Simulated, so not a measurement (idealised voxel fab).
Name of the process module below: voxel transistor to metal
We display cut, a cross-section 285 nm in width whose square cells are each 5 nm.
Square cells in a grid make up a cross-section in this document, and the grid is given as bands, listed from the top down, each one or more rows of cells. The band entry comprises the height of the band's top followed by the height of its bottom, expressed in nm, and subsequently the band's materials from left to right, each stated together with its width in nm. Where a single material is marked with the word "throughout", that material fills the band from edge to edge. The word "air" represents empty space. Ref level 0: as-received wafer is one material below here. Bottom band extends down with no lower bound ("z 0 and below"). Width: "30->40" (first number = top row, second number = bottom row, same change from row to row of cells). When a step is marked "no change occurred", none of the cells in the cross-section changed during that step. Empty spaces without an open route to the top, at least 8 cells in extent, make up the entry "Voids, fully enclosed"; each is given as width x height at distance, where the distance is measured from the left edge, and all are in nm. Note: text after step settings on the step line = simulator remark on that step. On any step carrying a mask, the "overlay nm" setting, if present on the step's line, tells how far right of its planned place the mask lay; negative values point to the left.
## Set out below are the planned steps of the process
- 1: RECEIVE with material Si
- 2: CONFORMAL_DEP with material SiO2, thk nm 5
- 3: CONFORMAL_DEP with material SiN, thk nm 10
- 4: PATTERN with tone cover, mask id ACTIVE, material resist, width nm 105, pitch nm 135, thk nm 20, overlay nm 0
- 5: DIRECTIONAL_ETCH with etch materials SiN, depth nm 10
- 6: DIRECTIONAL_ETCH with etch materials SiO2, depth nm 5
- 7: DIRECTIONAL_ETCH with etch materials Si, depth nm 35
- 8: STRIP with etch materials resist
- 9: OXIDIZE with depth nm 5
- 10: FILL_DEP with material SiO2, thk nm 10
- 11: CMP with height nm 15
- 12: SELECTIVE_ETCH with etch materials SiO2, depth nm 10
- 13: STRIP with etch materials SiN
- 14: SELECTIVE_ETCH with etch materials SiO2, depth nm 5
- 15: OXIDIZE with depth nm 5
- 16: DIRECTIONAL_DEP with material polySi, thk nm 25
- 17: DIRECTIONAL_DEP with material SiCN, thk nm 15
- 18: MASKED_ETCH with tone cover, mask id GATE, width nm 25, pitch nm 135, etch materials SiCN, depth nm 25, overlay nm 0
- 19: MASKED_ETCH with tone cover, mask id GATE, width nm 25, pitch nm 135, etch materials polySi, depth nm 35, overlay nm 0
- 20: CONFORMAL_DEP with material SiN, thk nm 5
- 21: DIRECTIONAL_ETCH with etch materials SiN, depth nm 5
- 22: DIRECTIONAL_ETCH with etch materials SiO2, depth nm 5
- 23: DIRECTIONAL_ETCH with etch materials Si, depth nm 10
- 24: EPI with material nSi, thk nm 10
- 25: FILL_DEP with material SiO2, thk nm 5
- 26: CMP with height nm 40
- 27: DIRECTIONAL_DEP with material SiO2, thk nm 15
- 28: PATTERN with tone open, mask id CONTACT, material resist, width nm 15, thk nm 20, overlay nm 0
- 29: DIRECTIONAL_ETCH with etch materials SiO2, depth nm 60
- 30: STRIP with etch materials resist
- 31: CONFORMAL_DEP with material TiN, thk nm 5
- 32: FILL_DEP with material W, thk nm 5
- 33: CMP with height nm 55
- 34: CONFORMAL_DEP with material SiCN, thk nm 5
- 35: DIRECTIONAL_DEP with material lowk, thk nm 25
- 36: PATTERN with tone open, mask id METAL_1, material resist, width nm 15, thk nm 15, overlay nm 0
- 37: DIRECTIONAL_ETCH with etch materials lowk, depth nm 25
- 38: DIRECTIONAL_ETCH with etch materials SiCN, depth nm 5
- 39: STRIP with etch materials resist
- 40: CONFORMAL_DEP with material TiN, thk nm 5
- 41: FILL_DEP with material Ru, thk nm 10
- 42: CMP with height nm 85
- 43: CONFORMAL_DEP with material SiCN, thk nm 5
## As received (post step 1): cross-section
* z 0 and below | Si throughout
* Voids, fully enclosed: none
## Here's the cross-section of the first of our two wafers at the end of the module - it ran as planned
* z 90 to 85 | SiCN throughout
* z 85 to 60 | lowk (25) / TiN (5) / Ru (5) / TiN (5) / lowk (65) / TiN (5) / Ru (5) / TiN (5) / lowk (40) / TiN (5) / Ru (5) / TiN (5) / lowk (65) / TiN (5) / Ru (5) / TiN (5) / lowk (30)
* z 60 to 55 | SiCN (25) / TiN (15) / SiCN (65) / TiN (15) / SiCN (40) / TiN (15) / SiCN (65) / TiN (15) / SiCN (30)
* z 55 to 40 | SiO2 (25) / TiN (5) / W (5) / TiN (5) / SiO2 (65) / TiN (5) / W (5) / TiN (5) / SiO2 (40) / TiN (5) / W (5) / TiN (5) / SiO2 (65) / TiN (5) / W (5) / TiN (5) / SiO2 (30)
* z 40 to 25 | SiO2 (25) / TiN (5) / W (5) / TiN (5) / SiO2 (15) / SiN (5) / SiCN (25) / SiN (5) / SiO2 (15) / TiN (5) / W (5) / TiN (5) / SiO2 (40) / TiN (5) / W (5) / TiN (5) / SiO2 (15) / SiN (5) / SiCN (25) / SiN (5) / SiO2 (15) / TiN (5) / W (5) / TiN (5) / SiO2 (30)
* z 25 to 5 | SiO2 (25) / TiN (5) / W (5) / TiN (5) / SiO2 (15) / SiN (5) / polySi (25) / SiN (5) / SiO2 (15) / TiN (5) / W (5) / TiN (5) / SiO2 (40) / TiN (5) / W (5) / TiN (5) / SiO2 (15) / SiN (5) / polySi (25) / SiN (5) / SiO2 (15) / TiN (5) / W (5) / TiN (5) / SiO2 (30)
* z 5 to 0 | SiO2 (25) / TiN (5) / W (5) / TiN (5) / SiO2 (5) / nSi (10) / SiN (5) / polySi (25) / SiN (5) / nSi (10) / SiO2 (5) / TiN (5) / W (5) / TiN (5) / SiO2 (40) / TiN (5) / W (5) / TiN (5) / SiO2 (5) / nSi (10) / SiN (5) / polySi (25) / SiN (5) / nSi (10) / SiO2 (5) / TiN (5) / W (5) / TiN (5) / SiO2 (30)
* z 0 to -5 | SiO2 (25) / TiN (15) / SiO2 (5) / nSi (10) / SiO2 (35) / nSi (10) / SiO2 (5) / TiN (15) / SiO2 (40) / TiN (15) / SiO2 (5) / nSi (10) / SiO2 (35) / nSi (10) / SiO2 (5) / TiN (15) / SiO2 (30)
* z -5 to -15 | SiO2 (25) / nSi (30) / Si (35) / nSi (30) / SiO2 (40) / nSi (30) / Si (35) / nSi (30) / SiO2 (30)
* z -15 to -40 | SiO2 (25) / Si (95) / SiO2 (40) / Si (95) / SiO2 (30)
* z -40 and below | Si throughout
* Voids, fully enclosed: none
## Second of two wafers, module complete, sectioned: it shares the first wafer's start and plan but was run with one mistake
* z 90 to 85 | SiCN throughout
* z 85 to 60 | lowk (25) / TiN (5) / Ru (5) / TiN (5) / lowk (65) / TiN (5) / Ru (5) / TiN (5) / lowk (40) / TiN (5) / Ru (5) / TiN (5) / lowk (65) / TiN (5) / Ru (5) / TiN (5) / lowk (30)
* z 60 to 55 | SiCN (25) / TiN (15) / SiCN (65) / TiN (15) / SiCN (40) / TiN (15) / SiCN (65) / TiN (15) / SiCN (30)
* z 55 to 45 | W (20) / TiN (5) / SiO2 (15) / TiN (5) / W (55) / TiN (5) / SiO2 (15) / TiN (5) / W (30) / TiN (5) / SiO2 (15) / TiN (5) / W (55) / TiN (5) / SiO2 (15) / TiN (5) / W (25)
* z 45 to 40 | W (20) / TiN (5) / SiO2 (15) / TiN (5) / W (5) / TiN (45) / W (5) / TiN (5) / SiO2 (15) / TiN (5) / W (30) / TiN (5) / SiO2 (15) / TiN (5) / W (5) / TiN (45) / W (5) / TiN (5) / SiO2 (15) / TiN (5) / W (25)
* z 40 to 25 | W (20) / TiN (5) / SiO2 (15) / TiN (5) / W (5) / TiN (5) / SiN (5) / SiCN (25) / SiN (5) / TiN (5) / W (5) / TiN (5) / SiO2 (15) / TiN (5) / W (30) / TiN (5) / SiO2 (15) / TiN (5) / W (5) / TiN (5) / SiN (5) / SiCN (25) / SiN (5) / TiN (5) / W (5) / TiN (5) / SiO2 (15) / TiN (5) / W (25)
* z 25 to 10 | W (20) / TiN (5) / SiO2 (15) / TiN (5) / W (5) / TiN (5) / SiN (5) / polySi (25) / SiN (5) / TiN (5) / W (5) / TiN (5) / SiO2 (15) / TiN (5) / W (30) / TiN (5) / SiO2 (15) / TiN (5) / W (5) / TiN (5) / SiN (5) / polySi (25) / SiN (5) / TiN (5) / W (5) / TiN (5) / SiO2 (15) / TiN (5) / W (25)
* z 10 to 5 | W (20) / TiN (5) / SiO2 (15) / TiN (15) / SiN (5) / polySi (25) / SiN (5) / TiN (15) / SiO2 (15) / TiN (5) / W (30) / TiN (5) / SiO2 (15) / TiN (15) / SiN (5) / polySi (25) / SiN (5) / TiN (15) / SiO2 (15) / TiN (5) / W (25)
* z 5 to 0 | W (20) / TiN (5) / SiO2 (15) / TiN (5) / nSi (10) / SiN (5) / polySi (25) / SiN (5) / nSi (10) / TiN (5) / SiO2 (15) / TiN (5) / W (30) / TiN (5) / SiO2 (15) / TiN (5) / nSi (10) / SiN (5) / polySi (25) / SiN (5) / nSi (10) / TiN (5) / SiO2 (15) / TiN (5) / W (25)
* z 0 to -5 | TiN (25) / SiO2 (15) / TiN (5) / nSi (10) / SiO2 (35) / nSi (10) / TiN (5) / SiO2 (15) / TiN (40) / SiO2 (15) / TiN (5) / nSi (10) / SiO2 (35) / nSi (10) / TiN (5) / SiO2 (15) / TiN (30)
* z -5 to -15 | SiO2 (25) / nSi (30) / Si (35) / nSi (30) / SiO2 (40) / nSi (30) / Si (35) / nSi (30) / SiO2 (30)
* z -15 to -40 | SiO2 (25) / Si (95) / SiO2 (40) / Si (95) / SiO2 (30)
* z -40 and below | Si throughout
* Voids, fully enclosed: none
What was the processing mistake? off-plan run, step 28, actual operation and settings PATTERN with tone cover, mask id CONTACT, material resist, width nm 15, thk nm 20, overlay nm 0
at the end the second wafer has, in cells: SiO2 -254 | TiN +61 | W +193
